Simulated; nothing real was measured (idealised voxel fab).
The following is a process module called voxel transistor to metal.
Displayed cross-section: cut, width of 185 nm, square cells sized 5 nm.
A cross-section in this document is a grid of square cells, and it is written down as bands, the top band listed before the ones below it; a band is made up of one or more rows of cells.
First you get the band's top height and its bottom height, in nm, and then the materials it's made of, left to right, with each width in nm. If you see a single material with "throughout", that one covers the band edge to edge. "air" is empty space.
Counting heights begins at 0, where everything beneath is, in the wafer as received, one material. The lowest band has no bottom; it goes on downwards, as "0 and below" shows.
The width entry "30..40" should be interpreted row by row: the top row of cells in the band takes the first number, the bottom row takes the second number, and the change between adjacent rows is uniform throughout.
Basically "all unchanged" means that step didn't change any cell in the cross-section.
Any empty space of 8 cells or more lacking an open way to the top shows up in "Sealed void inventory" as width x height at distance, distance from the left edge, in nm.
Anything after a step's settings on that line? It's the simulator's own note about the step.
A step line may carry the setting "overlay nm", which, for steps involving a mask, states the distance by which the mask lay to the right of its intended position; negative values denote displacement to the left.

Here's what the planned process steps look like
| 1 | op RECEIVE | material Si |
| 2 | op OXIDIZE | depth nm 5 |
| 3 | op CONFORMAL_DEP | material SiN | thk nm 10 |
| 4 | op MASKED_ETCH | tone cover | mask id ACTIVE | width nm 115 | etch materials SiN | depth nm 10 | overlay nm 0 |
| 5 | op MASKED_ETCH | tone cover | mask id ACTIVE | width nm 115 | etch materials SiO2 | depth nm 5 | overlay nm 0 |
| 6 | op MASKED_ETCH | tone cover | mask id ACTIVE | width nm 115 | etch materials Si | depth nm 35 | overlay nm 0 |
| 7 | op OXIDIZE | depth nm 5 |
| 8 | op FILL_DEP | material SiO2 | thk nm 10 |
| 9 | op CMP | height nm 10 |
| 10 | op SELECTIVE_ETCH | etch materials SiO2 | depth nm 10 |
| 11 | op STRIP | etch materials SiN |
| 12 | op SELECTIVE_ETCH | etch materials SiO2 | depth nm 5 |
| 13 | op OXIDIZE | depth nm 5 |
| 14 | op DIRECTIONAL_DEP | material polySi | thk nm 25 |
| 15 | op DIRECTIONAL_DEP | material SiCN | thk nm 15 |
| 16 | op PATTERN | tone cover | mask id GATE | material resist | width nm 35 | thk nm 20 | overlay nm 0 |
| 17 | op DIRECTIONAL_ETCH | etch materials SiCN | depth nm 25 |
| 18 | op DIRECTIONAL_ETCH | etch materials polySi | depth nm 35 |
| 19 | op STRIP | etch materials resist |
| 20 | op CONFORMAL_DEP | material SiN | thk nm 10 |
| 21 | op DIRECTIONAL_ETCH | etch materials SiN | depth nm 10 |
| 22 | op DIRECTIONAL_ETCH | etch materials SiO2 | depth nm 5 |
| 23 | op DIRECTIONAL_ETCH | etch materials Si | depth nm 15 |
| 24 | op EPI | material pSi | thk nm 15 |
| 25 | op FILL_DEP | material SiO2 | thk nm 10 |
| 26 | op CMP | height nm 20 |
| 27 | op STRIP | etch materials polySi |
| 28 | op SELECTIVE_ETCH | etch materials SiO2 | depth nm 5 |
| 29 | op CONFORMAL_DEP | material HfO2 | thk nm 5 |
| 30 | op CONFORMAL_DEP | material TiN | thk nm 5 |
| 31 | op FILL_DEP | material W | thk nm 10 |
| 32 | op CMP | height nm 15 |
| 33 | op DIRECTIONAL_DEP | material SiO2 | thk nm 10 |
| 34 | op PATTERN | tone open | mask id CONTACT | material resist | width nm 15 | pitch nm 80 | thk nm 20 | overlay nm 0 |
| 35 | op DIRECTIONAL_ETCH | etch materials SiO2 | depth nm 35 |
| 36 | op STRIP | etch materials resist |
| 37 | op CONFORMAL_DEP | material TiN | thk nm 5 |
| 38 | op FILL_DEP | material W | thk nm 5 |
| 39 | op CMP | height nm 25 |
| 40 | op CONFORMAL_DEP | material SiN | thk nm 5 |
| 41 | op DIRECTIONAL_DEP | material SiO2 | thk nm 15 |
| 42 | op MASKED_ETCH | tone open | mask id METAL_1 | width nm 15 | pitch nm 80 | etch materials SiO2 | depth nm 15 | overlay nm 0 |
| 43 | op MASKED_ETCH | tone open | mask id METAL_1 | width nm 15 | pitch nm 80 | etch materials SiN | depth nm 5 | overlay nm 0 |
| 44 | op CONFORMAL_DEP | material TiN | thk nm 5 |
| 45 | op FILL_DEP | material Cu | thk nm 10 |
| 46 | op CMP | height nm 45 |
| 47 | op CONFORMAL_DEP | material SiCN | thk nm 5 |
| 48 | op DIRECTIONAL_DEP | material SiO2 | thk nm 30 |
| 49 | op MASKED_ETCH | tone open | mask id METAL_2 | width nm 15 | pitch nm 80 | etch materials SiO2 | depth nm 20 | overlay nm 0 |
| 50 | op PATTERN | tone open | mask id METAL_2_HOLES | material resist | width nm 15 | pitch nm 80 | thk nm 20 | overlay nm 0 |
| 51 | op DIRECTIONAL_ETCH | etch materials SiO2 | depth nm 10 |
| 52 | op DIRECTIONAL_ETCH | etch materials SiCN | depth nm 5 |
| 53 | op STRIP | etch materials resist |
| 54 | op CONFORMAL_DEP | material TiN | thk nm 5 |
| 55 | op FILL_DEP | material Cu | thk nm 10 |
| 56 | op CMP | height nm 80 |
| 57 | op CONFORMAL_DEP | material SiN | thk nm 5 |

As-received state of the wafer in cross-section, equivalent to post-step 1
* 0 and below = Si throughout
* Sealed void inventory: none

End-of-module XS, first of two wafers, run as planned
* 85 down to 80 = SiN throughout
* 80 down to 50 = SiO2 (45); TiN (5); Cu (5); TiN (5); SiO2 (65); TiN (5); Cu (5); TiN (5); SiO2 (45)
* 50 down to 45 = SiCN (45); TiN (15); SiCN (65); TiN (15); SiCN (45)
* 45 down to 30 = SiO2 (45); TiN (5); Cu (5); TiN (5); SiO2 (65); TiN (5); Cu (5); TiN (5); SiO2 (45)
* 30 down to 25 = SiN (45); TiN (15); SiN (65); TiN (15); SiN (45)
* 25 down to 15 = SiO2 (45); TiN (5); W (5); TiN (5); SiO2 (65); TiN (5); W (5); TiN (5); SiO2 (45)
* 15 down to 10 = SiO2 (45); TiN (5); W (5); TiN (5); SiO2 (5); SiN (10); HfO2 (5); TiN (5); W (15); TiN (5); HfO2 (5); SiN (10); SiO2 (5); TiN (5); W (5); TiN (5); SiO2 (45)
* 10 down to 5 = SiO2 (45); TiN (15); SiO2 (5); SiN (10); HfO2 (5); TiN (5); W (15); TiN (5); HfO2 (5); SiN (10); SiO2 (5); TiN (15); SiO2 (45)
* 5 down to 0 = SiO2 (45); TiN (5); pSi (15); SiN (10); HfO2 (5); TiN (5); W (15); TiN (5); HfO2 (5); SiN (10); pSi (15); TiN (5); SiO2 (45)
* 0 down to -5 = SiO2 (45); TiN (5); pSi (15); SiN (10); HfO2 (5); TiN (25); HfO2 (5); SiN (10); pSi (15); TiN (5); SiO2 (45)
* -5 down to -10 = SiO2 (45); TiN (5); pSi (15); SiO2 (5); HfO2 (45); SiO2 (5); pSi (15); TiN (5); SiO2 (45)
* -10 down to -25 = SiO2 (40); pSi (25); Si (55); pSi (25); SiO2 (40)
* -25 down to -45 = SiO2 (40); Si (105); SiO2 (40)
* -45 and below = Si throughout
* Sealed void inventory: none

Presented here is a cross-section of the second of the two wafers as it stood at the end of the module. It was started in the same manner and assigned the same plan as the first wafer; however, one mistake was made in its execution
* 85 down to 80 = SiN throughout
* 80 down to 50 = SiO2 (45); TiN (5); Cu (5); TiN (5); SiO2 (65); TiN (5); Cu (5); TiN (5); SiO2 (45)
* 50 down to 45 = SiCN (45); TiN (15); SiCN (65); TiN (15); SiCN (45)
* 45 down to 30 = SiO2 (45); TiN (5); Cu (5); TiN (5); SiO2 (65); TiN (5); Cu (5); TiN (5); SiO2 (45)
* 30 down to 25 = SiN (45); TiN (15); SiN (65); TiN (15); SiN (45)
* 25 down to 20 = W (40); TiN (5); SiO2 (15); TiN (5); W (55); TiN (5); SiO2 (15); TiN (5); W (40)
* 20 down to 15 = W (40); TiN (5); SiO2 (15); TiN (65); SiO2 (15); TiN (5); W (40)
* 15 down to 5 = W (40); TiN (5); SiO2 (15); TiN (5); SiN (10); HfO2 (5); TiN (5); W (15); TiN (5); HfO2 (5); SiN (10); TiN (5); SiO2 (15); TiN (5); W (40)
* 5 down to 0 = W (40); TiN (5); SiO2 (5); pSi (15); SiN (10); HfO2 (5); TiN (5); W (15); TiN (5); HfO2 (5); SiN (10); pSi (15); SiO2 (5); TiN (5); W (40)
* 0 down to -5 = W (40); TiN (5); SiO2 (5); pSi (15); SiN (10); HfO2 (5); TiN (25); HfO2 (5); SiN (10); pSi (15); SiO2 (5); TiN (5); W (40)
* -5 down to -10 = TiN (45); SiO2 (5); pSi (15); SiO2 (5); HfO2 (45); SiO2 (5); pSi (15); SiO2 (5); TiN (45)
* -10 down to -25 = SiO2 (40); pSi (25); Si (55); pSi (25); SiO2 (40)
* -25 down to -45 = SiO2 (40); Si (105); SiO2 (40)
* -45 and below = Si throughout
* Sealed void inventory: none
Deviation noted in wafer processing: so step 34 ended up running with a different setting than we planned, it ran as op PATTERN | tone cover | mask id CONTACT | material resist | width nm 15 | pitch nm 80 | thk nm 20 | overlay nm 0
The final cell counts differ between the wafers, with the second having more or fewer of some materials than the first: SiO2 -126 | TiN +25 | W +101
